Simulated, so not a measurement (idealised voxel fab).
process module | voxel ribs on slabs
cross-section cut | 160 nm wide | cells 5 nm
A cross-section is a grid of square cells, given in bands from the top down. A band is one or more rows of cells.
Each band's line starts with the height of the band's top and of its bottom, in nm. Then come its materials from left to right, each with its width in nm. One material with "throughout" fills the band from edge to edge. "air" is empty space.
Height 0 is the level under which the wafer as received is all one material. The lowest band goes on downwards, as in "0 down".
A width such as "30 to 40" changes by the same amount from each row of cells to the next, from the band's top row to its bottom row.
"no change" after a step means that no cell of the cross-section changed.
closed voids: empty space of 8 cells or more with no open way to the top, each as width x height at its distance from the left edge, in nm
after a step's settings: what the simulator itself notes on the step
overlay nm, on a step with a mask: how far to the right of its planned place the mask lay; to the left if negative
plan
1 op RECEIVE | material Si
2 op DIRECTIONAL_DEP | material SiO2 | thk nm 20
3 op DIRECTIONAL_DEP | material polySi | thk nm 20
4 op MASKED_ETCH | tone cover | mask id RIB | width nm 30 | etch materials polySi | depth nm 5 | overlay nm 0
5 op PATTERN | tone cover | mask id SLAB | material resist | width nm 80 | thk nm 20 | overlay nm 0
6 op DIRECTIONAL_ETCH | etch materials polySi | depth nm 15
7 op STRIP | etch materials resist
8 op FILL_DEP | material SiO2 | thk nm 20
9 op CMP | height nm 55
10 op DIRECTIONAL_DEP | material W | thk nm 5
11 op MASKED_ETCH | tone cover | mask id HEATER | width nm 40 | etch materials W | depth nm 10 | overlay nm 0
12 op CONFORMAL_DEP | material SiN | thk nm 5
varied across the wafers: thk nm of step 10. The plan shows the first wafer's value. All wafers start alike
first wafer as received, after step 1
  0 down: Si throughout
  closed voids: none
first wafer at the end, after step 12
  65 to 60: air 55 | SiN 50 | air 55
  60 to 55: SiN 60 | W 40 | SiN 60
  55 to 40: SiO2 throughout
  40 to 35: SiO2 65 | polySi 30 | SiO2 65
  35 to 20: SiO2 40 | polySi 80 | SiO2 40
  20 to 0: SiO2 throughout
  0 down: Si throughout
  closed voids: none
last wafer at the end
  85 to 80: air 55 | SiN 50 | air 55
  80 to 75: air 55 | SiN 5 | W 40 | SiN 5 | air 55
  75 to 70: SiN 60 | W 40 | SiN 60
  70 to 55: W throughout
  55 to 40: SiO2 throughout
  40 to 35: SiO2 65 | polySi 30 | SiO2 65
  35 to 20: SiO2 40 | polySi 80 | SiO2 40
  20 to 0: SiO2 throughout
  0 down: Si throughout
  closed voids: none
each wafer at the end: cells of each material gained (+) or lost (-) since it was received, then its closed voids
thk nm 5 | +34 SiN | +298 SiO2 | +8 W | +54 polySi | closed voids: none
thk nm 10 | +36 SiN | +298 SiO2 | +16 W | +54 polySi | closed voids: none
thk nm 15 | +36 SiN | +298 SiO2 | +48 W | +54 polySi | closed voids: none
thk nm 20 | +36 SiN | +298 SiO2 | +80 W | +54 polySi | closed voids: none
thk nm 25 | +36 SiN | +298 SiO2 | +112 W | +54 polySi | closed voids: none
